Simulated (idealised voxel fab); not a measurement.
Documented hereafter: the process module known as voxel tone inversion.
Each square cell in cross-section cut measures 5 nm, and the section as a whole is 235 nm wide.
A cross-section is written here as square cells arranged in a grid, and it is given in bands from the top down, each band taking up one or more rows of cells.
First you get the band's top height and its bottom height, in nm, and then the materials it's made of, left to right, with each width in nm. If you see a single material with "all across", that one covers the band edge to edge. "blank" is empty space.
Measure heights from 0. That's the level where, below it, the as-received wafer is all one material. The lowest band is bottomless and extends downward; write it as in "top 0, no bottom".
Read "30->40" as a graded width: first number on top, second number at the bottom, same change between each pair of neighbouring rows.
Key: "no modifications" - step with no changed cell in the cross-section.
In the "Closed void inventory" entry, you get each enclosed empty space of 8 cells or more, one with no open way to the top, written width x height at distance, distance from the left edge, in nm.
On a step's line, text after the settings is the simulator commenting on that step.
Each step line may optionally specify "overlay nm", which for a step with a mask gives the rightward distance between the mask's planned place and where it lay, a negative value indicating the leftward direction.
Every pair from here on: before one process step, after it. The after cross-section reaches only to the lowest band that changed. Below the pair: the step in between and its settings. Pairs can belong to different runs of this module on the same starting wafer; a pair carries on from the pair above only if the entry headed "Cross-section, before" says so.

# Cross-section, before
- top 0, no bottom | Si all across
- Closed void inventory: none

# Resulting Cross-Section
- top 5, bottom 0 | SiCN all across
- Rest of section, below 0: as before.
- Closed void inventory: none
Step between the pre-process and post-process cross-sections given above: CONFORMAL_DEP (material SiCN; thk nm 5)

Cross-section, before: The initial state for this step is given by the after cross-section of the immediately preceding pair.

# Resulting Cross-Section
- top 30, bottom 5 | aC all across
- Rest of section, below 5: as before.
- Closed void inventory: none
Step between the pre-process and post-process cross-sections given above: DIRECTIONAL_DEP (material aC; thk nm 25)

Cross-section, before: The initial state for this step is given by the after cross-section of the immediately preceding pair.

# Resulting Cross-Section
- top 65, bottom 30 | blank: 60  resist: 20  blank: 25  resist: 20  blank: 25  resist: 20  blank: 65
- Rest of section, below 30: as before.
- Closed void inventory: none
Step between the pre-process and post-process cross-sections given above: PATTERN (tone cover; mask id POSTS; material resist; width nm 20; pitch nm 45; thk nm 35; overlay nm 0)

Cross-section, before: The initial state for this step is given by the after cross-section of the immediately preceding pair.

# Resulting Cross-Section
- top 40, bottom 30 | blank: 60  resist: 20  blank: 25  resist: 20  blank: 25  resist: 20  blank: 65
- top 30, bottom 5 | blank: 60  aC: 20  blank: 25  aC: 20  blank: 25  aC: 20  blank: 65
- Rest of section, below 5: as before.
- Closed void inventory: none
Step between the pre-process and post-process cross-sections given above: DIRECTIONAL_ETCH (etch materials aC; depth nm 25)

Cross-section, before: The initial state for this step is given by the after cross-section of the immediately preceding pair.

# Resulting Cross-Section
- top 30, bottom 5 | blank: 60  aC: 20  blank: 25  aC: 20  blank: 25  aC: 20  blank: 65
- Rest of section, below 5: as before.
- Closed void inventory: none
Step between the pre-process and post-process cross-sections given above: STRIP (etch materials resist)

Cross-section, before: The initial state for this step is given by the after cross-section of the immediately preceding pair.

# Resulting Cross-Section
- top 40, bottom 30 | lowk all across
- top 30, bottom 5 | lowk: 60  aC: 20  lowk: 25  aC: 20  lowk: 25  aC: 20  lowk: 65
- Rest of section, below 5: as before.
- Closed void inventory: none
Step between the pre-process and post-process cross-sections given above: FILL_DEP (material lowk; thk nm 10)

Cross-section, before: The initial state for this step is given by the after cross-section of the immediately preceding pair.

# Resulting Cross-Section
- top 30, bottom 5 | lowk: 60  aC: 20  lowk: 25  aC: 20  lowk: 25  aC: 20  lowk: 65
- Rest of section, below 5: as before.
- Closed void inventory: none
Step between the pre-process and post-process cross-sections given above: CMP (height nm 30)

Cross-section, before: The initial state for this step is given by the after cross-section of the immediately preceding pair.

# Resulting Cross-Section
- top 30, bottom 5 | lowk: 60  blank: 20  lowk: 25  blank: 20  lowk: 25  blank: 20  lowk: 65
- Rest of section, below 5: as before.
- Closed void inventory: none
Step between the pre-process and post-process cross-sections given above: STRIP (etch materials aC)

Cross-section, before: The initial state for this step is given by the after cross-section of the immediately preceding pair.

# Resulting Cross-Section
- top 35, bottom 30 | TiN: 65  blank: 10  TiN: 35  blank: 10  TiN: 35  blank: 10  TiN: 70
- top 30, bottom 10 | lowk: 60  TiN: 5  blank: 10  TiN: 5  lowk: 25  TiN: 5  blank: 10  TiN: 5  lowk: 25  TiN: 5  blank: 10  TiN: 5  lowk: 65
- top 10, bottom 5 | lowk: 60  TiN: 20  lowk: 25  TiN: 20  lowk: 25  TiN: 20  lowk: 65
- Rest of section, below 5: as before.
- Closed void inventory: none
Step between the pre-process and post-process cross-sections given above: CONFORMAL_DEP (material TiN; thk nm 5)

Cross-section, before: The initial state for this step is given by the after cross-section of the immediately preceding pair.

# Resulting Cross-Section
- top 45, bottom 35 | Ru all across
- top 35, bottom 30 | TiN: 65  Ru: 10  TiN: 35  Ru: 10  TiN: 35  Ru: 10  TiN: 70
- top 30, bottom 10 | lowk: 60  TiN: 5  Ru: 10  TiN: 5  lowk: 25  TiN: 5  Ru: 10  TiN: 5  lowk: 25  TiN: 5  Ru: 10  TiN: 5  lowk: 65
- Rest of section, below 10: as before.
- Closed void inventory: none
Step between the pre-process and post-process cross-sections given above: FILL_DEP (material Ru; thk nm 10)

Cross-section, before: The initial state for this step is given by the after cross-section of the immediately preceding pair.

# Resulting Cross-Section
- top 30, bottom 10 | lowk: 60  TiN: 5  Ru: 10  TiN: 5  lowk: 25  TiN: 5  Ru: 10  TiN: 5  lowk: 25  TiN: 5  Ru: 10  TiN: 5  lowk: 65
- Rest of section, below 10: as before.
- Closed void inventory: none
Step between the pre-process and post-process cross-sections given above: CMP (height nm 30)

Cross-section, before: The initial state for this step is given by the after cross-section of the immediately preceding pair.

# Resulting Cross-Section
- top 35, bottom 30 | SiCN all across
- Rest of section, below 30: as before.
- Closed void inventory: none
Step between the pre-process and post-process cross-sections given above: CONFORMAL_DEP (material SiCN; thk nm 5)

# Cross-section, before
- top 0, no bottom | Si all across
- Closed void inventory: none

# Resulting Cross-Section
- top 25, bottom 0 | aC all across
- Rest of section, below 0: as before.
- Closed void inventory: none
Step between the pre-process and post-process cross-sections given above: DIRECTIONAL_DEP (material aC; thk nm 25)

Cross-section, before: The initial state for this step is given by the after cross-section of the immediately preceding pair.

# Resulting Cross-Section
- top 60, bottom 25 | blank: 60  resist: 20  blank: 25  resist: 20  blank: 25  resist: 20  blank: 65
- Rest of section, below 25: as before.
- Closed void inventory: none
Step between the pre-process and post-process cross-sections given above: PATTERN (tone cover; mask id POSTS; material resist; width nm 20; pitch nm 45; thk nm 35; overlay nm 0)

Cross-section, before: The initial state for this step is given by the after cross-section of the immediately preceding pair.

# Resulting Cross-Section
- top 35, bottom 25 | blank: 60  resist: 20  blank: 25  resist: 20  blank: 25  resist: 20  blank: 65
- top 25, bottom 0 | blank: 60  aC: 20  blank: 25  aC: 20  blank: 25  aC: 20  blank: 65
- Rest of section, below 0: as before.
- Closed void inventory: none
Step between the pre-process and post-process cross-sections given above: DIRECTIONAL_ETCH (etch materials aC; depth nm 25)

Cross-section, before: The initial state for this step is given by the after cross-section of the immediately preceding pair.

# Resulting Cross-Section
- top 25, bottom 0 | blank: 60  aC: 20  blank: 25  aC: 20  blank: 25  aC: 20  blank: 65
- Rest of section, below 0: as before.
- Closed void inventory: none
Step between the pre-process and post-process cross-sections given above: STRIP (etch materials resist)

Cross-section, before: The initial state for this step is given by the after cross-section of the immediately preceding pair.

# Resulting Cross-Section
- top 35, bottom 25 | lowk all across
- top 25, bottom 0 | lowk: 60  aC: 20  lowk: 25  aC: 20  lowk: 25  aC: 20  lowk: 65
- Rest of section, below 0: as before.
- Closed void inventory: none
Step between the pre-process and post-process cross-sections given above: FILL_DEP (material lowk; thk nm 10)

Cross-section, before: The initial state for this step is given by the after cross-section of the immediately preceding pair.

# Resulting Cross-Section
- top 30, bottom 25 | lowk all across
- Rest of section, below 25: as before.
- Closed void inventory: none
Step between the pre-process and post-process cross-sections given above: CMP (height nm 30)

Cross-section, before: The initial state for this step is given by the after cross-section of the immediately preceding pair.

# Resulting Cross-Section
- top 35, bottom 30 | TiN all across
- Rest of section, below 30: as before.
- Closed void inventory: none
Step between the pre-process and post-process cross-sections given above: CONFORMAL_DEP (material TiN; thk nm 5)

Cross-section, before: The initial state for this step is given by the after cross-section of the immediately preceding pair.

# Resulting Cross-Section
- top 45, bottom 35 | Ru all across
- Rest of section, below 35: as before.
- Closed void inventory: none
Step between the pre-process and post-process cross-sections given above: FILL_DEP (material Ru; thk nm 10)

Cross-section, before: The initial state for this step is given by the after cross-section of the immediately preceding pair.

# Resulting Cross-Section
- top 30, bottom 25 | lowk all across
- Rest of section, below 25: as before.
- Closed void inventory: none
Step between the pre-process and post-process cross-sections given above: CMP (height nm 30)

Cross-section, before: The initial state for this step is given by the after cross-section of the immediately preceding pair.

# Resulting Cross-Section
- top 35, bottom 30 | SiCN all across
- Rest of section, below 30: as before.
- Closed void inventory: none
Step between the pre-process and post-process cross-sections given above: CONFORMAL_DEP (material SiCN; thk nm 5)

# Cross-section, before
- top 25, bottom 0 | aC all across
- top 0, no bottom | Si all across
- Closed void inventory: none

# Resulting Cross-Section
- top 30, bottom 25 | SiCN all across
- Rest of section, below 25: as before.
- Closed void inventory: none
Step between the pre-process and post-process cross-sections given above: CONFORMAL_DEP (material SiCN; thk nm 5)

Cross-section, before: The initial state for this step is given by the after cross-section of the immediately preceding pair.

# Resulting Cross-Section
- top 65, bottom 30 | blank: 60  resist: 20  blank: 25  resist: 20  blank: 25  resist: 20  blank: 65
- Rest of section, below 30: as before.
- Closed void inventory: none
Step between the pre-process and post-process cross-sections given above: PATTERN (tone cover; mask id POSTS; material resist; width nm 20; pitch nm 45; thk nm 35; overlay nm 0)

Cross-section, before: The initial state for this step is given by the after cross-section of the immediately preceding pair.

# Resulting Cross-Section
- top 40, bottom 30 | blank: 60  resist: 20  blank: 25  resist: 20  blank: 25  resist: 20  blank: 65
- Rest of section, below 30: as before.
- Closed void inventory: none
Step between the pre-process and post-process cross-sections given above: DIRECTIONAL_ETCH (etch materials aC; depth nm 25)

Cross-section, before: The initial state for this step is given by the after cross-section of the immediately preceding pair.

# Resulting Cross-Section
- top 30, bottom 25 | SiCN all across
- Rest of section, below 25: as before.
- Closed void inventory: none
Step between the pre-process and post-process cross-sections given above: STRIP (etch materials resist)

Cross-section, before: The initial state for this step is given by the after cross-section of the immediately preceding pair.

# Resulting Cross-Section
- top 40, bottom 30 | lowk all across
- Rest of section, below 30: as before.
- Closed void inventory: none
Step between the pre-process and post-process cross-sections given above: FILL_DEP (material lowk; thk nm 10)

Cross-section, before: The initial state for this step is given by the after cross-section of the immediately preceding pair.

# Resulting Cross-Section
- top 30, bottom 25 | SiCN all across
- Rest of section, below 25: as before.
- Closed void inventory: none
Step between the pre-process and post-process cross-sections given above: CMP (height nm 30)

Cross-section, before: The initial state for this step is given by the after cross-section of the immediately preceding pair.

# Resulting Cross-Section
- top 35, bottom 30 | TiN all across
- Rest of section, below 30: as before.
- Closed void inventory: none
Step between the pre-process and post-process cross-sections given above: CONFORMAL_DEP (material TiN; thk nm 5)

Cross-section, before: The initial state for this step is given by the after cross-section of the immediately preceding pair.

# Resulting Cross-Section
- top 45, bottom 35 | Ru all across
- Rest of section, below 35: as before.
- Closed void inventory: none
Step between the pre-process and post-process cross-sections given above: FILL_DEP (material Ru; thk nm 10)

Cross-section, before: The initial state for this step is given by the after cross-section of the immediately preceding pair.

# Resulting Cross-Section
- top 30, bottom 25 | SiCN all across
- Rest of section, below 25: as before.
- Closed void inventory: none
Step between the pre-process and post-process cross-sections given above: CMP (height nm 30)

Cross-section, before: The initial state for this step is given by the after cross-section of the immediately preceding pair.

# Resulting Cross-Section
- top 35, bottom 25 | SiCN all across
- Rest of section, below 25: as before.
- Closed void inventory: none
Step between the pre-process and post-process cross-sections given above: CONFORMAL_DEP (material SiCN; thk nm 5)

# Cross-section, before
- top 45, bottom 35 | Ru all across
- top 35, bottom 30 | TiN: 65  Ru: 10  TiN: 35  Ru: 10  TiN: 35  Ru: 10  TiN: 70
- top 30, bottom 10 | lowk: 60  TiN: 5  Ru: 10  TiN: 5  lowk: 25  TiN: 5  Ru: 10  TiN: 5  lowk: 25  TiN: 5  Ru: 10  TiN: 5  lowk: 65
- top 10, bottom 5 | lowk: 60  TiN: 20  lowk: 25  TiN: 20  lowk: 25  TiN: 20  lowk: 65
- top 5, bottom 0 | SiCN all across
- top 0, no bottom | Si all across
- Closed void inventory: none

# Resulting Cross-Section
- top 40, bottom 35 | Ru all across
- Rest of section, below 35: as before.
- Closed void inventory: none
Step between the pre-process and post-process cross-sections given above: CMP (height nm 40)

Cross-section, before: The initial state for this step is given by the after cross-section of the immediately preceding pair.

# Resulting Cross-Section
- top 45, bottom 40 | SiCN all across
- Rest of section, below 40: as before.
- Closed void inventory: none
Step between the pre-process and post-process cross-sections given above: CONFORMAL_DEP (material SiCN; thk nm 5)

# Cross-section, before
- top 30, bottom 5 | aC all across
- top 5, bottom 0 | SiCN all across
- top 0, no bottom | Si all across
- Closed void inventory: none

# Resulting Cross-Section
- top 65, bottom 30 | blank: 60  resist: 25  blank: 20  resist: 25  blank: 20  resist: 25  blank: 60
- Rest of section, below 30: as before.
- Closed void inventory: none
Step between the pre-process and post-process cross-sections given above: PATTERN (tone cover; mask id POSTS; material resist; width nm 25; pitch nm 45; thk nm 35; overlay nm 0)

Cross-section, before: The initial state for this step is given by the after cross-section of the immediately preceding pair.

# Resulting Cross-Section
- top 40, bottom 30 | blank: 60  resist: 25  blank: 20  resist: 25  blank: 20  resist: 25  blank: 60
- top 30, bottom 5 | blank: 60  aC: 25  blank: 20  aC: 25  blank: 20  aC: 25  blank: 60
- Rest of section, below 5: as before.
- Closed void inventory: none
Step between the pre-process and post-process cross-sections given above: DIRECTIONAL_ETCH (etch materials aC; depth nm 25)

Cross-section, before: The initial state for this step is given by the after cross-section of the immediately preceding pair.

# Resulting Cross-Section
- top 30, bottom 5 | blank: 60  aC: 25  blank: 20  aC: 25  blank: 20  aC: 25  blank: 60
- Rest of section, below 5: as before.
- Closed void inventory: none
Step between the pre-process and post-process cross-sections given above: STRIP (etch materials resist)

Cross-section, before: The initial state for this step is given by the after cross-section of the immediately preceding pair.

# Resulting Cross-Section
- top 40, bottom 30 | lowk all across
- top 30, bottom 5 | lowk: 60  aC: 25  lowk: 20  aC: 25  lowk: 20  aC: 25  lowk: 60
- Rest of section, below 5: as before.
- Closed void inventory: none
Step between the pre-process and post-process cross-sections given above: FILL_DEP (material lowk; thk nm 10)

Cross-section, before: The initial state for this step is given by the after cross-section of the immediately preceding pair.

# Resulting Cross-Section
- top 30, bottom 5 | lowk: 60  aC: 25  lowk: 20  aC: 25  lowk: 20  aC: 25  lowk: 60
- Rest of section, below 5: as before.
- Closed void inventory: none
Step between the pre-process and post-process cross-sections given above: CMP (height nm 30)

Cross-section, before: The initial state for this step is given by the after cross-section of the immediately preceding pair.

# Resulting Cross-Section
- top 30, bottom 5 | lowk: 60  blank: 25  lowk: 20  blank: 25  lowk: 20  blank: 25  lowk: 60
- Rest of section, below 5: as before.
- Closed void inventory: none
Step between the pre-process and post-process cross-sections given above: STRIP (etch materials aC)

Cross-section, before: The initial state for this step is given by the after cross-section of the immediately preceding pair.

# Resulting Cross-Section
- top 35, bottom 30 | TiN: 65  blank: 15  TiN: 30  blank: 15  TiN: 30  blank: 15  TiN: 65
- top 30, bottom 10 | lowk: 60  TiN: 5  blank: 15  TiN: 5  lowk: 20  TiN: 5  blank: 15  TiN: 5  lowk: 20  TiN: 5  blank: 15  TiN: 5  lowk: 60
- top 10, bottom 5 | lowk: 60  TiN: 25  lowk: 20  TiN: 25  lowk: 20  TiN: 25  lowk: 60
- Rest of section, below 5: as before.
- Closed void inventory: none
Step between the pre-process and post-process cross-sections given above: CONFORMAL_DEP (material TiN; thk nm 5)

Cross-section, before: The initial state for this step is given by the after cross-section of the immediately preceding pair.

# Resulting Cross-Section
- top 45, bottom 35 | Ru all across
- top 35, bottom 30 | TiN: 65  Ru: 15  TiN: 30  Ru: 15  TiN: 30  Ru: 15  TiN: 65
- top 30, bottom 10 | lowk: 60  TiN: 5  Ru: 15  TiN: 5  lowk: 20  TiN: 5  Ru: 15  TiN: 5  lowk: 20  TiN: 5  Ru: 15  TiN: 5  lowk: 60
- Rest of section, below 10: as before.
- Closed void inventory: none
Step between the pre-process and post-process cross-sections given above: FILL_DEP (material Ru; thk nm 10)

Cross-section, before: The initial state for this step is given by the after cross-section of the immediately preceding pair.

# Resulting Cross-Section
- top 30, bottom 10 | lowk: 60  TiN: 5  Ru: 15  TiN: 5  lowk: 20  TiN: 5  Ru: 15  TiN: 5  lowk: 20  TiN: 5  Ru: 15  TiN: 5  lowk: 60
- Rest of section, below 10: as before.
- Closed void inventory: none
Step between the pre-process and post-process cross-sections given above: CMP (height nm 30)

Cross-section, before: The initial state for this step is given by the after cross-section of the immediately preceding pair.

# Resulting Cross-Section
- top 35, bottom 30 | SiCN all across
- Rest of section, below 30: as before.
- Closed void inventory: none
Step between the pre-process and post-process cross-sections given above: CONFORMAL_DEP (material SiCN; thk nm 5)

# Cross-section, before
- top 30, bottom 5 | aC all across
- top 5, bottom 0 | SiCN all across
- top 0, no bottom | Si all across
- Closed void inventory: none

# Resulting Cross-Section
- top 65, bottom 30 | blank: 50  resist: 20  blank: 25  resist: 20  blank: 25  resist: 20  blank: 75
- Rest of section, below 30: as before.
- Closed void inventory: none
Step between the pre-process and post-process cross-sections given above: PATTERN (tone cover; mask id POSTS; material resist; width nm 20; pitch nm 45; thk nm 35; overlay nm -10)

Cross-section, before: The initial state for this step is given by the after cross-section of the immediately preceding pair.

# Resulting Cross-Section
- top 40, bottom 30 | blank: 50  resist: 20  blank: 25  resist: 20  blank: 25  resist: 20  blank: 75
- top 30, bottom 5 | blank: 50  aC: 20  blank: 25  aC: 20  blank: 25  aC: 20  blank: 75
- Rest of section, below 5: as before.
- Closed void inventory: none
Step between the pre-process and post-process cross-sections given above: DIRECTIONAL_ETCH (etch materials aC; depth nm 25)

Cross-section, before: The initial state for this step is given by the after cross-section of the immediately preceding pair.

# Resulting Cross-Section
- top 30, bottom 5 | blank: 50  aC: 20  blank: 25  aC: 20  blank: 25  aC: 20  blank: 75
- Rest of section, below 5: as before.
- Closed void inventory: none
Step between the pre-process and post-process cross-sections given above: STRIP (etch materials resist)

Cross-section, before: The initial state for this step is given by the after cross-section of the immediately preceding pair.

# Resulting Cross-Section
- top 40, bottom 30 | lowk all across
- top 30, bottom 5 | lowk: 50  aC: 20  lowk: 25  aC: 20  lowk: 25  aC: 20  lowk: 75
- Rest of section, below 5: as before.
- Closed void inventory: none
Step between the pre-process and post-process cross-sections given above: FILL_DEP (material lowk; thk nm 10)

Cross-section, before: The initial state for this step is given by the after cross-section of the immediately preceding pair.

# Resulting Cross-Section
- top 30, bottom 5 | lowk: 50  aC: 20  lowk: 25  aC: 20  lowk: 25  aC: 20  lowk: 75
- Rest of section, below 5: as before.
- Closed void inventory: none
Step between the pre-process and post-process cross-sections given above: CMP (height nm 30)

Cross-section, before: The initial state for this step is given by the after cross-section of the immediately preceding pair.

# Resulting Cross-Section
- top 30, bottom 5 | lowk: 50  blank: 20  lowk: 25  blank: 20  lowk: 25  blank: 20  lowk: 75
- Rest of section, below 5: as before.
- Closed void inventory: none
Step between the pre-process and post-process cross-sections given above: STRIP (etch materials aC)

Cross-section, before: The initial state for this step is given by the after cross-section of the immediately preceding pair.

# Resulting Cross-Section
- top 35, bottom 30 | TiN: 55  blank: 10  TiN: 35  blank: 10  TiN: 35  blank: 10  TiN: 80
- top 30, bottom 10 | lowk: 50  TiN: 5  blank: 10  TiN: 5  lowk: 25  TiN: 5  blank: 10  TiN: 5  lowk: 25  TiN: 5  blank: 10  TiN: 5  lowk: 75
- top 10, bottom 5 | lowk: 50  TiN: 20  lowk: 25  TiN: 20  lowk: 25  TiN: 20  lowk: 75
- Rest of section, below 5: as before.
- Closed void inventory: none
Step between the pre-process and post-process cross-sections given above: CONFORMAL_DEP (material TiN; thk nm 5)

Cross-section, before: The initial state for this step is given by the after cross-section of the immediately preceding pair.

# Resulting Cross-Section
- top 45, bottom 35 | Ru all across
- top 35, bottom 30 | TiN: 55  Ru: 10  TiN: 35  Ru: 10  TiN: 35  Ru: 10  TiN: 80
- top 30, bottom 10 | lowk: 50  TiN: 5  Ru: 10  TiN: 5  lowk: 25  TiN: 5  Ru: 10  TiN: 5  lowk: 25  TiN: 5  Ru: 10  TiN: 5  lowk: 75
- Rest of section, below 10: as before.
- Closed void inventory: none
Step between the pre-process and post-process cross-sections given above: FILL_DEP (material Ru; thk nm 10)

Cross-section, before: The initial state for this step is given by the after cross-section of the immediately preceding pair.

# Resulting Cross-Section
- top 30, bottom 10 | lowk: 50  TiN: 5  Ru: 10  TiN: 5  lowk: 25  TiN: 5  Ru: 10  TiN: 5  lowk: 25  TiN: 5  Ru: 10  TiN: 5  lowk: 75
- Rest of section, below 10: as before.
- Closed void inventory: none
Step between the pre-process and post-process cross-sections given above: CMP (height nm 30)

Cross-section, before: The initial state for this step is given by the after cross-section of the immediately preceding pair.

# Resulting Cross-Section
- top 35, bottom 30 | SiCN all across
- Rest of section, below 30: as before.
- Closed void inventory: none
Step between the pre-process and post-process cross-sections given above: CONFORMAL_DEP (material SiCN; thk nm 5)

# Cross-section, before
- top 5, bottom 0 | SiCN all across
- top 0, no bottom | Si all across
- Closed void inventory: none

# Resulting Cross-Section
- top 30, bottom 5 | TiN all across
- Rest of section, below 5: as before.
- Closed void inventory: none
Step between the pre-process and post-process cross-sections given above: DIRECTIONAL_DEP (material TiN; thk nm 25)

Cross-section, before: The initial state for this step is given by the after cross-section of the immediately preceding pair.

# Resulting Cross-Section
- top 65, bottom 30 | blank: 60  resist: 20  blank: 25  resist: 20  blank: 25  resist: 20  blank: 65
- Rest of section, below 30: as before.
- Closed void inventory: none
Step between the pre-process and post-process cross-sections given above: PATTERN (tone cover; mask id POSTS; material resist; width nm 20; pitch nm 45; thk nm 35; overlay nm 0)

Cross-section, before: The initial state for this step is given by the after cross-section of the immediately preceding pair.

# Resulting Cross-Section
- top 40, bottom 30 | blank: 60  resist: 20  blank: 25  resist: 20  blank: 25  resist: 20  blank: 65
- Rest of section, below 30: as before.
- Closed void inventory: none
Step between the pre-process and post-process cross-sections given above: DIRECTIONAL_ETCH (etch materials aC; depth nm 25)

Cross-section, before: The initial state for this step is given by the after cross-section of the immediately preceding pair.

# Resulting Cross-Section
- top 30, bottom 5 | TiN all across
- Rest of section, below 5: as before.
- Closed void inventory: none
Step between the pre-process and post-process cross-sections given above: STRIP (etch materials resist)

Cross-section, before: The initial state for this step is given by the after cross-section of the immediately preceding pair.

# Resulting Cross-Section
- top 40, bottom 30 | lowk all across
- Rest of section, below 30: as before.
- Closed void inventory: none
Step between the pre-process and post-process cross-sections given above: FILL_DEP (material lowk; thk nm 10)

Cross-section, before: The initial state for this step is given by the after cross-section of the immediately preceding pair.

# Resulting Cross-Section
- top 30, bottom 5 | TiN all across
- Rest of section, below 5: as before.
- Closed void inventory: none
Step between the pre-process and post-process cross-sections given above: CMP (height nm 30)

Cross-section, before: The initial state for this step is given by the after cross-section of the immediately preceding pair.

# Resulting Cross-Section
- top 35, bottom 5 | TiN all across
- Rest of section, below 5: as before.
- Closed void inventory: none
Step between the pre-process and post-process cross-sections given above: CONFORMAL_DEP (material TiN; thk nm 5)

Cross-section, before: The initial state for this step is given by the after cross-section of the immediately preceding pair.

# Resulting Cross-Section
- top 45, bottom 35 | Ru all across
- Rest of section, below 35: as before.
- Closed void inventory: none
Step between the pre-process and post-process cross-sections given above: FILL_DEP (material Ru; thk nm 10)

Cross-section, before: The initial state for this step is given by the after cross-section of the immediately preceding pair.

# Resulting Cross-Section
- top 30, bottom 5 | TiN all across
- Rest of section, below 5: as before.
- Closed void inventory: none
Step between the pre-process and post-process cross-sections given above: CMP (height nm 30)

Cross-section, before: The initial state for this step is given by the after cross-section of the immediately preceding pair.

# Resulting Cross-Section
- top 35, bottom 30 | SiCN all across
- Rest of section, below 30: as before.
- Closed void inventory: none
Step between the pre-process and post-process cross-sections given above: CONFORMAL_DEP (material SiCN; thk nm 5)

# Cross-section, before
- top 30, bottom 5 | aC all across
- top 5, bottom 0 | SiCN all across
- top 0, no bottom | Si all across
- Closed void inventory: none

# Resulting Cross-Section
- top 65, bottom 30 | resist: 60  blank: 20  resist: 25  blank: 20  resist: 25  blank: 20  resist: 65
- Rest of section, below 30: as before.
- Closed void inventory: none
Step between the pre-process and post-process cross-sections given above: PATTERN (tone open; mask id POSTS; material resist; width nm 20; pitch nm 45; thk nm 35; overlay nm 0)

Cross-section, before: The initial state for this step is given by the after cross-section of the immediately preceding pair.

# Resulting Cross-Section
- top 40, bottom 30 | resist: 60  blank: 20  resist: 25  blank: 20  resist: 25  blank: 20  resist: 65
- top 30, bottom 5 | aC: 60  blank: 20  aC: 25  blank: 20  aC: 25  blank: 20  aC: 65
- Rest of section, below 5: as before.
- Closed void inventory: none
Step between the pre-process and post-process cross-sections given above: DIRECTIONAL_ETCH (etch materials aC; depth nm 25)

Cross-section, before: The initial state for this step is given by the after cross-section of the immediately preceding pair.

# Resulting Cross-Section
- top 30, bottom 5 | aC: 60  blank: 20  aC: 25  blank: 20  aC: 25  blank: 20  aC: 65
- Rest of section, below 5: as before.
- Closed void inventory: none
Step between the pre-process and post-process cross-sections given above: STRIP (etch materials resist)

Cross-section, before: The initial state for this step is given by the after cross-section of the immediately preceding pair.

# Resulting Cross-Section
- top 40, bottom 30 | lowk all across
- top 30, bottom 5 | aC: 60  lowk: 20  aC: 25  lowk: 20  aC: 25  lowk: 20  aC: 65
- Rest of section, below 5: as before.
- Closed void inventory: none
Step between the pre-process and post-process cross-sections given above: FILL_DEP (material lowk; thk nm 10)

Cross-section, before: The initial state for this step is given by the after cross-section of the immediately preceding pair.

# Resulting Cross-Section
- top 30, bottom 5 | aC: 60  lowk: 20  aC: 25  lowk: 20  aC: 25  lowk: 20  aC: 65
- Rest of section, below 5: as before.
- Closed void inventory: none
Step between the pre-process and post-process cross-sections given above: CMP (height nm 30)

Cross-section, before: The initial state for this step is given by the after cross-section of the immediately preceding pair.

# Resulting Cross-Section
- top 30, bottom 5 | blank: 60  lowk: 20  blank: 25  lowk: 20  blank: 25  lowk: 20  blank: 65
- Rest of section, below 5: as before.
- Closed void inventory: none
Step between the pre-process and post-process cross-sections given above: STRIP (etch materials aC)

Cross-section, before: The initial state for this step is given by the after cross-section of the immediately preceding pair.

# Resulting Cross-Section
- top 35, bottom 30 | blank: 55  TiN: 30  blank: 15  TiN: 30  blank: 15  TiN: 30  blank: 60
- top 30, bottom 10 | blank: 55  TiN: 5  lowk: 20  TiN: 5  blank: 15  TiN: 5  lowk: 20  TiN: 5  blank: 15  TiN: 5  lowk: 20  TiN: 5  blank: 60
- top 10, bottom 5 | TiN: 60  lowk: 20  TiN: 25  lowk: 20  TiN: 25  lowk: 20  TiN: 65
- Rest of section, below 5: as before.
- Closed void inventory: none
Step between the pre-process and post-process cross-sections given above: CONFORMAL_DEP (material TiN; thk nm 5)

Cross-section, before: The initial state for this step is given by the after cross-section of the immediately preceding pair.

# Resulting Cross-Section
- top 45, bottom 35 | Ru all across
- top 35, bottom 30 | Ru: 55  TiN: 30  Ru: 15  TiN: 30  Ru: 15  TiN: 30  Ru: 60
- top 30, bottom 10 | Ru: 55  TiN: 5  lowk: 20  TiN: 5  Ru: 15  TiN: 5  lowk: 20  TiN: 5  Ru: 15  TiN: 5  lowk: 20  TiN: 5  Ru: 60
- Rest of section, below 10: as before.
- Closed void inventory: none
Step between the pre-process and post-process cross-sections given above: FILL_DEP (material Ru; thk nm 10)

Cross-section, before: The initial state for this step is given by the after cross-section of the immediately preceding pair.

# Resulting Cross-Section
- top 30, bottom 10 | Ru: 55  TiN: 5  lowk: 20  TiN: 5  Ru: 15  TiN: 5  lowk: 20  TiN: 5  Ru: 15  TiN: 5  lowk: 20  TiN: 5  Ru: 60
- Rest of section, below 10: as before.
- Closed void inventory: none
Step between the pre-process and post-process cross-sections given above: CMP (height nm 30)

Cross-section, before: The initial state for this step is given by the after cross-section of the immediately preceding pair.

# Resulting Cross-Section
- top 35, bottom 30 | SiCN all across
- Rest of section, below 30: as before.
- Closed void inventory: none
Step between the pre-process and post-process cross-sections given above: CONFORMAL_DEP (material SiCN; thk nm 5)
